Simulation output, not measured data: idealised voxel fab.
Module name: voxel tone inversion (process module)
Pictured: cross-section cut, 290 nm wide, on a grid of 5 nm square cells.
Reading order for cross-sections: top band down to bottom band. Underlying form: a grid of square cells. Band size: one or more rows of cells. The entry gives the band's vertical extent as a top height and a bottom height in nm, then its horizontal make-up as materials from left to right, each with a width in nm. "blank" stands for empty space; a single material marked "edge to edge" fills the band edge to edge. Counting heights begins at 0, where everything beneath is, in the wafer as received, one material. The lowest band has no bottom; it goes on downwards, as "0..down" shows. Per-row width for "30 to 40": begins at first number (top row of band), ends at second number (bottom row), increment between rows held constant. "remained unchanged" -> step changed no cross-section cell. Entry "Sealed internal voids". Content: empty spaces with no open connection to the top, size 8 cells or greater. Each: width x height at distance. Distance: from left edge. Unit: nm. Where a step's line continues beyond its settings, the continuation is a remark by the simulator itself on that step. The "overlay nm" setting may appear on a step's line; for a step that uses a mask, it gives how far to the right of its planned position the mask lay, and a negative value indicates the left.

The following list gives the planned process steps
| 1 | RECEIVE [material Si] |
| 2 | CONFORMAL_DEP [material SiCN] [thk nm 10] |
| 3 | DIRECTIONAL_DEP [material polySi] [thk nm 15] |
| 4 | PATTERN [tone cover] [mask id POSTS] [material resist] [width nm 20] [pitch nm 50] [thk nm 20] [overlay nm 0] |
| 5 | DIRECTIONAL_ETCH [etch materials polySi] [depth nm 15] |
| 6 | STRIP [etch materials resist] |
| 7 | FILL_DEP [material lowk] [thk nm 10] |
| 8 | CMP [height nm 25] |
| 9 | STRIP [etch materials polySi] |
| 10 | CONFORMAL_DEP [material TiN] [thk nm 5] |
| 11 | FILL_DEP [material W] [thk nm 10] |
| 12 | CMP [height nm 25] |
| 13 | CONFORMAL_DEP [material SiN] [thk nm 5] |

Incoming wafer, cross-sectional view, post step 1
0..down = Si edge to edge
Sealed internal voids: none

The cross-section shown corresponds to the wafer at the conclusion of the module. The initial structure and the process plan are those presented above; however, one mistake occurred in executing the plan
30..25 = SiN edge to edge
25..15 = W=105; TiN=5; lowk=20; TiN=5; W=20; TiN=5; lowk=20; TiN=5; W=105
15..10 = TiN=110; lowk=20; TiN=30; lowk=20; TiN=110
10..0 = SiCN edge to edge
0..down = Si edge to edge
Sealed internal voids: none
Heads up, the wafer didn't run the way we planned it: planned and actual differ for step 4; actual: PATTERN [tone open] [mask id POSTS] [material resist] [width nm 20] [pitch nm 50] [thk nm 20] [overlay nm 0]
